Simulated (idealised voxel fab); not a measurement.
The process module that follows is named voxel double patterning.
We display cut, a cross-section 235 nm in width whose square cells are each 5 nm.
In this document a cross-section is written as a grid of square cells. It is given as a series of bands, listed from the top down, and a band is one or more rows of cells.
Top, bottom (nm), then materials left to right with widths (nm); lone material tagged "everywhere" fills the whole band edge to edge; "empty" = empty space.
Heights from 0 (as-received wafer is one material below). Bottom band endless downward, as "0 down".
A width given as "30..40" starts at the first number in the band's top row and ends at the second number in its bottom row, shifting by an equal amount at every step from row to row.
"no change" for a step: no cell of the cross-section changed in that step.
Enclosed voids (no open way to top), threshold 8 cells or more, entry "Enclosed empty spaces", notation width x height at distance, distance from left edge, nm.
On a step's line, text after the settings is the simulator commenting on that step.
The "overlay nm" setting may appear on a step's line; for a step that uses a mask, it gives how far to the right of its planned position the mask lay, and a negative value indicates the left.

Listed below are the process steps as planned
- 1: RECEIVE with material Si
- 2: CONFORMAL_DEP with material SiO2, thk nm 10
- 3: DIRECTIONAL_DEP with material W, thk nm 15
- 4: DIRECTIONAL_DEP with material SiN, thk nm 10
- 5: DIRECTIONAL_DEP with material aC, thk nm 15
- 6: PATTERN with tone open, mask id FIRST, material resist, width nm 15, pitch nm 50, thk nm 35, overlay nm 0
- 7: DIRECTIONAL_ETCH with etch materials aC, depth nm 15
- 8: STRIP with etch materials resist
- 9: DIRECTIONAL_ETCH with etch materials SiN, depth nm 10
- 10: STRIP with etch materials aC
- 11: PATTERN with tone open, mask id SECOND, material resist, width nm 15, pitch nm 50, thk nm 15, overlay nm 0
- 12: DIRECTIONAL_ETCH with etch materials SiN, depth nm 10
- 13: STRIP with etch materials resist
- 14: DIRECTIONAL_ETCH with etch materials W, depth nm 15
- 15: STRIP with etch materials SiN

The following pertains to the first of two wafers, which was processed as planned

Cross-section of the wafer as it came to us, i.e., already through step 1
  0 down = Si everywhere
  Enclosed empty spaces: none

Sectional view: wafer, after step 2
  10 to 0 = SiO2 everywhere
  Everything under 0 stays put, no change at all.

Sectional view: wafer, after step 3
  25 to 10 = W everywhere
  Everything under 10 stays put, no change at all.

Sectional view: wafer, after step 4
  35 to 25 = SiN everywhere
  Everything under 25 stays put, no change at all.

Sectional view: wafer, after step 5
  50 to 35 = aC everywhere
  Everything under 35 stays put, no change at all.

Sectional view: wafer, after step 6
  85 to 50 = 60 resist, 15 empty, 35 resist, 15 empty, 35 resist, 15 empty, 60 resist
  Everything under 50 stays put, no change at all.

Sectional view: wafer, after step 7
  70 to 50 = 60 resist, 15 empty, 35 resist, 15 empty, 35 resist, 15 empty, 60 resist
  50 to 35 = 60 aC, 15 empty, 35 aC, 15 empty, 35 aC, 15 empty, 60 aC
  Everything under 35 stays put, no change at all.

Sectional view: wafer, after step 8
  50 to 35 = 60 aC, 15 empty, 35 aC, 15 empty, 35 aC, 15 empty, 60 aC
  Everything under 35 stays put, no change at all.

Sectional view: wafer, after step 9
  50 to 35 = 60 aC, 15 empty, 35 aC, 15 empty, 35 aC, 15 empty, 60 aC
  35 to 25 = 60 SiN, 15 empty, 35 SiN, 15 empty, 35 SiN, 15 empty, 60 SiN
  Everything under 25 stays put, no change at all.

Sectional view: wafer, after step 10
  35 to 25 = 60 SiN, 15 empty, 35 SiN, 15 empty, 35 SiN, 15 empty, 60 SiN
  Everything under 25 stays put, no change at all.

Sectional view: wafer, after step 11
  50 to 35 = 85 resist, 15 empty, 35 resist, 15 empty, 85 resist
  35 to 25 = 60 SiN, 15 resist, 35 SiN, 15 resist, 35 SiN, 15 resist, 60 SiN
  Everything under 25 stays put, no change at all.

Sectional view: wafer, after step 12
  50 to 35 = 85 resist, 15 empty, 35 resist, 15 empty, 85 resist
  35 to 25 = 60 SiN, 15 resist, 10 SiN, 15 empty, 10 SiN, 15 resist, 10 SiN, 15 empty, 10 SiN, 15 resist, 60 SiN
  Everything under 25 stays put, no change at all.

Sectional view: wafer, after step 13
  35 to 25 = 60 SiN, 15 empty, 10 SiN, 15 empty, 10 SiN, 15 empty, 10 SiN, 15 empty, 10 SiN, 15 empty, 60 SiN
  Everything under 25 stays put, no change at all.

Sectional view: wafer, after step 14
  35 to 25 = 60 SiN, 15 empty, 10 SiN, 15 empty, 10 SiN, 15 empty, 10 SiN, 15 empty, 10 SiN, 15 empty, 60 SiN
  25 to 10 = 60 W, 15 empty, 10 W, 15 empty, 10 W, 15 empty, 10 W, 15 empty, 10 W, 15 empty, 60 W
  Everything under 10 stays put, no change at all.

Sectional view: wafer, after step 15
  25 to 10 = 60 W, 15 empty, 10 W, 15 empty, 10 W, 15 empty, 10 W, 15 empty, 10 W, 15 empty, 60 W
  Everything under 10 stays put, no change at all.

For the second wafer, take the first wafer's start and plan, then add one mistake made in running it; everything through step 2, that step included, is shared with the first

Look at the second wafer in cross-section at the time step 3 ought to have finished
  40 to 10 = W everywhere
  Everything under 10 stays put, no change at all.

Look at the second wafer in cross-section at the time step 4 ought to have finished
  50 to 40 = SiN everywhere
  Everything under 40 stays put, no change at all.

Look at the second wafer in cross-section at the time step 5 ought to have finished
  65 to 50 = aC everywhere
  Everything under 50 stays put, no change at all.

Look at the second wafer in cross-section at the time step 6 ought to have finished
  100 to 65 = 60 resist, 15 empty, 35 resist, 15 empty, 35 resist, 15 empty, 60 resist
  Everything under 65 stays put, no change at all.

Look at the second wafer in cross-section at the time step 7 ought to have finished
  85 to 65 = 60 resist, 15 empty, 35 resist, 15 empty, 35 resist, 15 empty, 60 resist
  65 to 50 = 60 aC, 15 empty, 35 aC, 15 empty, 35 aC, 15 empty, 60 aC
  Everything under 50 stays put, no change at all.

Look at the second wafer in cross-section at the time step 8 ought to have finished
  65 to 50 = 60 aC, 15 empty, 35 aC, 15 empty, 35 aC, 15 empty, 60 aC
  Everything under 50 stays put, no change at all.

Look at the second wafer in cross-section at the time step 9 ought to have finished
  65 to 50 = 60 aC, 15 empty, 35 aC, 15 empty, 35 aC, 15 empty, 60 aC
  50 to 40 = 60 SiN, 15 empty, 35 SiN, 15 empty, 35 SiN, 15 empty, 60 SiN
  Everything under 40 stays put, no change at all.

Look at the second wafer in cross-section at the time step 10 ought to have finished
  50 to 40 = 60 SiN, 15 empty, 35 SiN, 15 empty, 35 SiN, 15 empty, 60 SiN
  Everything under 40 stays put, no change at all.

Look at the second wafer in cross-section at the time step 11 ought to have finished
  65 to 50 = 85 resist, 15 empty, 35 resist, 15 empty, 85 resist
  50 to 40 = 60 SiN, 15 resist, 35 SiN, 15 resist, 35 SiN, 15 resist, 60 SiN
  Everything under 40 stays put, no change at all.

Look at the second wafer in cross-section at the time step 12 ought to have finished
  65 to 50 = 85 resist, 15 empty, 35 resist, 15 empty, 85 resist
  50 to 40 = 60 SiN, 15 resist, 10 SiN, 15 empty, 10 SiN, 15 resist, 10 SiN, 15 empty, 10 SiN, 15 resist, 60 SiN
  Everything under 40 stays put, no change at all.

Look at the second wafer in cross-section at the time step 13 ought to have finished
  50 to 40 = 60 SiN, 15 empty, 10 SiN, 15 empty, 10 SiN, 15 empty, 10 SiN, 15 empty, 10 SiN, 15 empty, 60 SiN
  Everything under 40 stays put, no change at all.

Look at the second wafer in cross-section at the time step 14 ought to have finished
  50 to 40 = 60 SiN, 15 empty, 10 SiN, 15 empty, 10 SiN, 15 empty, 10 SiN, 15 empty, 10 SiN, 15 empty, 60 SiN
  40 to 25 = 60 W, 15 empty, 10 W, 15 empty, 10 W, 15 empty, 10 W, 15 empty, 10 W, 15 empty, 60 W
  Everything under 25 stays put, no change at all.

Look at the second wafer in cross-section at the time step 15 ought to have finished
  40 to 25 = 60 W, 15 empty, 10 W, 15 empty, 10 W, 15 empty, 10 W, 15 empty, 10 W, 15 empty, 60 W
  Everything under 25 stays put, no change at all.
What was done differently from what was planned? plan step 3 ran twice
Materials where the second wafer ends with more or fewer cells than the first: 141 more of W
